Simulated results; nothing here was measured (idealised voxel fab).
Module name: voxel self aligned vias (process module)
265 nm wide, 5 nm square cells: that's cross-section cut.
In what follows, cross-sections appear as grids of square cells, described through bands that run from the top down, where every band is one or more rows of cells.
Band entry format. Leading values: height of top, height of bottom, nm. Remainder: materials in left-to-right order, each with its width in nm. Special words: "everywhere" on a single material, which then fills the band edge to edge; "blank", empty space.
Height reference: 0 = level under which incoming wafer is all one material. Lowest band: no bottom, runs on downward, e.g. "0 down".
Width: "30 to 40" (first number = top row, second number = bottom row, same change from row to row of cells).
No cell of the cross-section changed in a step that is given as "nothing was modified".
If an empty space has no open way to the top and is at least 8 cells in size, "Closed void inventory" lists it, written width x height at distance, where distance is measured from the left edge and every value is in nm.
after a step's settings: what the simulator itself notes on the step
When a step includes a mask, the "overlay nm" setting on its line states how far to the right of its planned place that mask lay, and negative values state how far to the left.
[List of planned process steps]
step 1: RECEIVE: material Si
step 2: CONFORMAL_DEP: material SiO2, thk nm 10
step 3: CONFORMAL_DEP: material SiCN, thk nm 5
step 4: DIRECTIONAL_DEP: material SiO2, thk nm 20
step 5: MASKED_ETCH: tone open, mask id LINES, width nm 20, pitch nm 60, etch materials SiO2, depth nm 20, overlay nm 0
step 6: CONFORMAL_DEP: material TiN, thk nm 5
step 7: FILL_DEP: material Ru, thk nm 10
step 8: CMP: height nm 30
step 9: SELECTIVE_ETCH: etch materials W Ru TiN, depth nm 10
step 10: FILL_DEP: material SiN, thk nm 5
step 11: CMP: height nm 35
step 12: DIRECTIONAL_DEP: material SiO2, thk nm 20
step 13: PATTERN: tone open, mask id VIAS, material resist, width nm 30, pitch nm 60, thk nm 20, overlay nm 0
step 14: DIRECTIONAL_ETCH: etch materials SiO2, depth nm 20
step 15: DIRECTIONAL_ETCH: etch materials SiN, depth nm 10
step 16: STRIP: etch materials resist
step 17: CONFORMAL_DEP: material TiN, thk nm 5
step 18: FILL_DEP: material Ru, thk nm 10
step 19: CMP: height nm 55
step 20: CONFORMAL_DEP: material SiCN, thk nm 5
The wafers in this document start out alike and differ in the height nm applied at step 8; the plan shows the value used for the first wafer.
[The first of several wafers as received, shown in cross-section; this is its state after step 1]
0 down  Si everywhere
Closed void inventory: none
[Rows = wafers. At module end, each row lists per material the cells gained (+) or lost (-) since the wafer was received, then the closed voids]
height nm 30, +36 Ru, +106 SiCN, +49 SiN, +405 SiO2, +40 TiN, Closed void inventory: none
height nm 35, +36 Ru, +106 SiCN, +450 SiO2, +44 TiN, Closed void inventory: none
height nm 40, +36 Ru, +106 SiCN, +450 SiO2, +44 TiN, Closed void inventory: none
height nm 45, +36 Ru, +106 SiCN, +450 SiO2, +44 TiN, Closed void inventory: none
height nm 50, +36 Ru, +106 SiCN, +450 SiO2, +44 TiN, Closed void inventory: none
